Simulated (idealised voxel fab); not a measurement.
Process module heading - voxel ribs on slabs
Shown is cross-section cut, with a width of 285 nm and square cells of size 5 nm.
Just so we're on the same page, the cross-sections are grids of square cells, and they're listed out in bands top to bottom, each band one or more rows deep. Look at the band entry: it leads with the top's height and the bottom's height in nm. Then it lists the materials left to right, with a width in nm for each. The word "everywhere" on a single material says that material fills the band edge to edge. The word "empty" is empty space. Zero point of the height axis is 0; under it, received wafer = one material. Lowest band: continues down indefinitely, "z 0 and below". The notation "30->40" denotes a width that varies across the rows of cells in the band, beginning at the first number in the top row, finishing at the second number in the bottom row, and changing by an identical amount from each row to the next. The cross-section has no changed cell in any step marked "no alteration". Each empty space that has no open way to the top and spans at least 8 cells appears under "Fully sealed cavities" as width x height at distance, the distance counted from the left edge, all in nm. On a step's line, text after the settings is the simulator commenting on that step. You can add "overlay nm" to a step's line. For a step with a mask, it describes how far the mask lay to the right of its planned position, and a negative number describes a lay to the left.

## Planned process steps
1,RECEIVE [material Si]
2,DIRECTIONAL_DEP [material SiO2] [thk nm 20]
3,DIRECTIONAL_DEP [material polySi] [thk nm 15]
4,MASKED_ETCH [tone cover] [mask id RIB] [width nm 20] [etch materials polySi] [depth nm 5] [overlay nm 0]
5,DIRECTIONAL_DEP [material aC] [thk nm 10]
6,PATTERN [tone cover] [mask id SLAB] [material resist] [width nm 50] [thk nm 25] [overlay nm 0]
7,DIRECTIONAL_ETCH [etch materials aC] [depth nm 10]
8,STRIP [etch materials resist]
9,DIRECTIONAL_ETCH [etch materials polySi] [depth nm 10]
10,STRIP [etch materials aC]
11,FILL_DEP [material SiO2] [thk nm 20]
12,CMP [height nm 45]
13,DIRECTIONAL_DEP [material TiN] [thk nm 5]
14,PATTERN [tone cover] [mask id HEATER] [material resist] [width nm 30] [thk nm 20] [overlay nm 0]
15,DIRECTIONAL_ETCH [etch materials TiN] [depth nm 5]
16,STRIP [etch materials resist]
17,CONFORMAL_DEP [material SiO2] [thk nm 10]

## This is the cross-section of the wafer as we received it, i.e. after step 1
z 0 and below | Si everywhere
Fully sealed cavities: none

## Cross-sectional view of the first of the two wafers upon completion of the module, processed in accordance with the plan
z 60 to 55 | empty=115 | SiO2=50 | empty=120
z 55 to 50 | SiO2 everywhere
z 50 to 45 | SiO2=125 | TiN=30 | SiO2=130
z 45 to 35 | SiO2 everywhere
z 35 to 30 | SiO2=130 | polySi=20 | SiO2=135
z 30 to 20 | SiO2=115 | polySi=50 | SiO2=120
z 20 to 0 | SiO2 everywhere
z 0 and below | Si everywhere
Fully sealed cavities: none

## This cross-section belongs to the second wafer of two at the end of the module; the start and the plan were shared with the first, and the run included one mistake
z 60 to 55 | empty=115 | SiO2=50 | empty=120
z 55 to 50 | SiO2 everywhere
z 50 to 45 | SiO2=125 | TiN=30 | SiO2=130
z 45 to 20 | polySi everywhere
z 20 to 0 | SiO2 everywhere
z 0 and below | Si everywhere
Fully sealed cavities: none
Run error: step 11 ran with different settings than intended, the actual operation and settings being FILL_DEP [material polySi] [thk nm 20]
The closing comparison, in cells, has the second wafer with more or fewer of some materials than the first: SiO2: 261 fewer; polySi: 261 more
